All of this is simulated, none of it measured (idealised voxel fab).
The document below concerns the process module designated voxel ribs on slabs.
Section shown: cut. Width: 265 nm. Cell size: 5 nm, square.
Bands, listed from the top down, are how a cross-section gets written in this document; the cross-section itself is a grid of square cells, and a band is one or more rows of them.
The band entry comprises the height of the band's top followed by the height of its bottom, expressed in nm, and subsequently the band's materials from left to right, each stated together with its width in nm. Where a single material is marked with the word "edge to edge", that material fills the band from edge to edge. The word "blank" represents empty space.
Where do heights start? At 0: under that level the wafer as delivered is made of one material only. And the lowest band has no floor; it just carries on downward, as in "0 down".
The width entry "30 to 40" should be interpreted row by row: the top row of cells in the band takes the first number, the bottom row takes the second number, and the change between adjacent rows is uniform throughout.
The cross-section has no changed cell in any step marked "nothing was modified".
"Enclosed cavities" specifies each empty space that is not open to the top and that occupies no fewer than 8 cells, using the form width x height at distance, the distance measured from the left edge and all three quantities in nm.
The remark found on a step's line after its settings is issued by the simulator itself and pertains to that step.
"overlay nm" denotes, for a step that has a mask, the displacement of the mask to the right of its planned place, with negative values corresponding to the left.
-- List of planned process steps
1) RECEIVE [material Si]
2) DIRECTIONAL_DEP [material SiO2] [thk nm 30]
3) DIRECTIONAL_DEP [material polySi] [thk nm 20]
4) DIRECTIONAL_DEP [material aC] [thk nm 10]
5) PATTERN [tone cover] [mask id RIB] [material resist] [width nm 25] [thk nm 25] [overlay nm 0]
6) DIRECTIONAL_ETCH [etch materials aC] [depth nm 10]
7) STRIP [etch materials resist]
8) DIRECTIONAL_ETCH [etch materials polySi] [depth nm 10]
9) STRIP [etch materials aC]
10) MASKED_ETCH [tone cover] [mask id SLAB] [width nm 85] [etch materials polySi] [depth nm 10] [overlay nm 0]
11) FILL_DEP [material SiO2] [thk nm 30]
12) CMP [height nm 70]
13) DIRECTIONAL_DEP [material TiN] [thk nm 5]
14) DIRECTIONAL_DEP [material aC] [thk nm 10]
15) PATTERN [tone cover] [mask id HEATER] [material resist] [width nm 35] [thk nm 30] [overlay nm 0]
16) DIRECTIONAL_ETCH [etch materials aC] [depth nm 10]
17) STRIP [etch materials resist]
18) DIRECTIONAL_ETCH [etch materials TiN] [depth nm 5]
19) STRIP [etch materials aC]
20) CONFORMAL_DEP [material SiN] [thk nm 5]
-- First of the two wafers, run per plan
-- As received (post step 1): cross-section
  0 down | Si edge to edge
  Enclosed cavities: none
-- Wafer after step 2 (cross-section)
  30 to 0 | SiO2 edge to edge
  Heights below 0 show no change.
-- Wafer after step 3 (cross-section)
  50 to 30 | polySi edge to edge
  Heights below 30 show no change.
-- Wafer after step 4 (cross-section)
  60 to 50 | aC edge to edge
  Heights below 50 show no change.
-- Wafer after step 5 (cross-section)
  85 to 60 | blank 120, resist 25, blank 120
  Heights below 60 show no change.
-- Wafer after step 6 (cross-section)
  75 to 60 | blank 120, resist 25, blank 120
  60 to 50 | blank 120, aC 25, blank 120
  Heights below 50 show no change.
-- Wafer after step 7 (cross-section)
  60 to 50 | blank 120, aC 25, blank 120
  Heights below 50 show no change.
-- Wafer after step 8 (cross-section)
  60 to 50 | blank 120, aC 25, blank 120
  50 to 40 | blank 120, polySi 25, blank 120
  Heights below 40 show no change.
-- Wafer after step 9 (cross-section)
  50 to 40 | blank 120, polySi 25, blank 120
  Heights below 40 show no change.
-- Wafer after step 10 (cross-section)
  50 to 40 | blank 120, polySi 25, blank 120
  40 to 30 | blank 90, polySi 85, blank 90
  Heights below 30 show no change.
-- Wafer after step 11 (cross-section)
  80 to 50 | SiO2 edge to edge
  50 to 40 | SiO2 120, polySi 25, SiO2 120
  40 to 30 | SiO2 90, polySi 85, SiO2 90
  Heights below 30 show no change.
-- Wafer after step 12 (cross-section)
  70 to 50 | SiO2 edge to edge
  Heights below 50 show no change.
-- Wafer after step 13 (cross-section)
  75 to 70 | TiN edge to edge
  Heights below 70 show no change.
-- Wafer after step 14 (cross-section)
  85 to 75 | aC edge to edge
  Heights below 75 show no change.
-- Wafer after step 15 (cross-section)
  115 to 85 | blank 115, resist 35, blank 115
  Heights below 85 show no change.
-- Wafer after step 16 (cross-section)
  105 to 85 | blank 115, resist 35, blank 115
  85 to 75 | blank 115, aC 35, blank 115
  Heights below 75 show no change.
-- Wafer after step 17 (cross-section)
  85 to 75 | blank 115, aC 35, blank 115
  Heights below 75 show no change.
-- Wafer after step 18 (cross-section)
  85 to 75 | blank 115, aC 35, blank 115
  75 to 70 | blank 115, TiN 35, blank 115
  Heights below 70 show no change.
-- Wafer after step 19 (cross-section)
  75 to 70 | blank 115, TiN 35, blank 115
  Heights below 70 show no change.
-- Wafer after step 20 (cross-section)
  80 to 75 | blank 110, SiN 45, blank 110
  75 to 70 | SiN 115, TiN 35, SiN 115
  Heights below 70 show no change.
-- Second wafer, same starting conditions and recipe as the first, one mistake in executing it, nothing differs from the first up to and including step 7
-- when step 8 should have ended
  60 to 50 | blank 120, aC 25, blank 120
  50 to 35 | blank 120, polySi 25, blank 120
  Heights below 35 show no change.
-- when step 9 should have ended
  50 to 35 | blank 120, polySi 25, blank 120
  Heights below 35 show no change.
-- when step 10 should have ended
  50 to 35 | blank 120, polySi 25, blank 120
  35 to 30 | blank 90, polySi 85, blank 90
  Heights below 30 show no change.
-- when step 11 should have ended
  80 to 50 | SiO2 edge to edge
  50 to 35 | SiO2 120, polySi 25, SiO2 120
  35 to 30 | SiO2 90, polySi 85, SiO2 90
  Heights below 30 show no change.
-- when step 12 should have ended
  70 to 50 | SiO2 edge to edge
  Heights below 50 show no change.
-- when step 13 should have ended
  75 to 70 | TiN edge to edge
  Heights below 70 show no change.
-- when step 14 should have ended
  85 to 75 | aC edge to edge
  Heights below 75 show no change.
-- when step 15 should have ended
  115 to 85 | blank 115, resist 35, blank 115
  Heights below 85 show no change.
-- when step 16 should have ended
  105 to 85 | blank 115, resist 35, blank 115
  85 to 75 | blank 115, aC 35, blank 115
  Heights below 75 show no change.
-- when step 17 should have ended
  85 to 75 | blank 115, aC 35, blank 115
  Heights below 75 show no change.
-- when step 18 should have ended
  85 to 75 | blank 115, aC 35, blank 115
  75 to 70 | blank 115, TiN 35, blank 115
  Heights below 70 show no change.
-- when step 19 should have ended
  75 to 70 | blank 115, TiN 35, blank 115
  Heights below 70 show no change.
-- when step 20 should have ended
  80 to 75 | blank 110, SiN 45, blank 110
  75 to 70 | SiN 115, TiN 35, SiN 115
  Heights below 70 show no change.
what went wrong: in deviation from the planned setting, step 8 was conducted as DIRECTIONAL_ETCH [etch materials polySi] [depth nm 15]
Counted in cells at the end, the second wafer holds more or fewer of these materials than the first: SiO2: 12 more | polySi: 12 fewer
